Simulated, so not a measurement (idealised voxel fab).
This is a process module. Its name is voxel self aligned vias.
Square cell edge 5 nm, section width 255 nm, ID cut.
When this document writes out a cross-section, it uses a grid of square cells and lists it as bands, beginning at the top and moving down, with a band standing for one or more rows of cells.
Per band: top height and bottom height in nm, followed by the left-to-right materials and their widths in nm; "full width" marks a single material spanning edge to edge, "blank" marks empty space.
For the purposes of this specification, 0 denotes the height below which the wafer in its as-received condition is composed wholly of one material, and the lowermost band, lacking a lower limit, extends downward without end, as expressed in "0 and below".
A width such as "30..40" changes by the same amount from each row of cells to the next, from the band's top row to its bottom row.
When a step is marked "everything unchanged", none of the cells in the cross-section changed during that step.
Look at "Closed void listing" for the closed voids: empty spaces with no open path to the top, sized 8 cells or up. Each is width x height at distance, distance from the left edge, all nm.
Anything after a step's settings on that line? It's the simulator's own note about the step.
The line of a step may include "overlay nm". On a step with a mask, this value is how far to the right of its planned place the mask lay. A negative value means the mask lay to the left.
**Steps planned for the process**
step 1: RECEIVE | material Si
step 2: CONFORMAL_DEP | material SiO2 | thk nm 10
step 3: CONFORMAL_DEP | material SiCN | thk nm 5
step 4: DIRECTIONAL_DEP | material lowk | thk nm 20
step 5: MASKED_ETCH | tone open | mask id LINES | width nm 20 | pitch nm 55 | etch materials lowk | depth nm 20 | overlay nm 0
step 6: CONFORMAL_DEP | material TiN | thk nm 5
step 7: FILL_DEP | material W | thk nm 5
step 8: CMP | height nm 35
step 9: SELECTIVE_ETCH | etch materials W Ru TiN | depth nm 5
step 10: FILL_DEP | material SiN | thk nm 10
step 11: CMP | height nm 35
step 12: DIRECTIONAL_DEP | material lowk | thk nm 20
step 13: PATTERN | tone open | mask id VIAS | material resist | width nm 40 | pitch nm 55 | thk nm 20 | overlay nm -15
step 14: DIRECTIONAL_ETCH | etch materials lowk | depth nm 20
step 15: DIRECTIONAL_ETCH | etch materials SiN | depth nm 5
step 16: STRIP | etch materials resist
step 17: CONFORMAL_DEP | material TiN | thk nm 5
step 18: FILL_DEP | material Ru | thk nm 10
step 19: CMP | height nm 55
step 20: CONFORMAL_DEP | material SiCN | thk nm 5
All wafers enter the flow in the same state. The overlay nm at step 13 differs from wafer to wafer, and the plan gives the value for the first wafer.
**Received condition of the first of several wafers, sectioned: post-step 1**
0 and below = Si full width
Closed void listing: none
**So in this table every wafer gets its own row, and what you see is where it stands at the end of the module: for each material, how many cells it picked up (+) or gave up (-) since we received it, and after that its closed voids**
overlay nm -15, +57 Ru, +102 SiCN, +3 SiN, +102 SiO2, +72 TiN, +12 W, +264 lowk, Closed void listing: none
overlay nm -10, +60 Ru, +102 SiCN, +102 SiO2, +72 TiN, +12 W, +264 lowk, Closed void listing: none
overlay nm -5, +60 Ru, +102 SiCN, +102 SiO2, +72 TiN, +12 W, +264 lowk, Closed void listing: none
overlay nm 0, +60 Ru, +102 SiCN, +102 SiO2, +72 TiN, +12 W, +264 lowk, Closed void listing: none
overlay nm 5, +60 Ru, +102 SiCN, +102 SiO2, +72 TiN, +12 W, +264 lowk, Closed void listing: none
overlay nm 10, +60 Ru, +102 SiCN, +102 SiO2, +72 TiN, +12 W, +264 lowk, Closed void listing: none
overlay nm 15, +57 Ru, +102 SiCN, +3 SiN, +102 SiO2, +72 TiN, +12 W, +264 lowk, Closed void listing: none
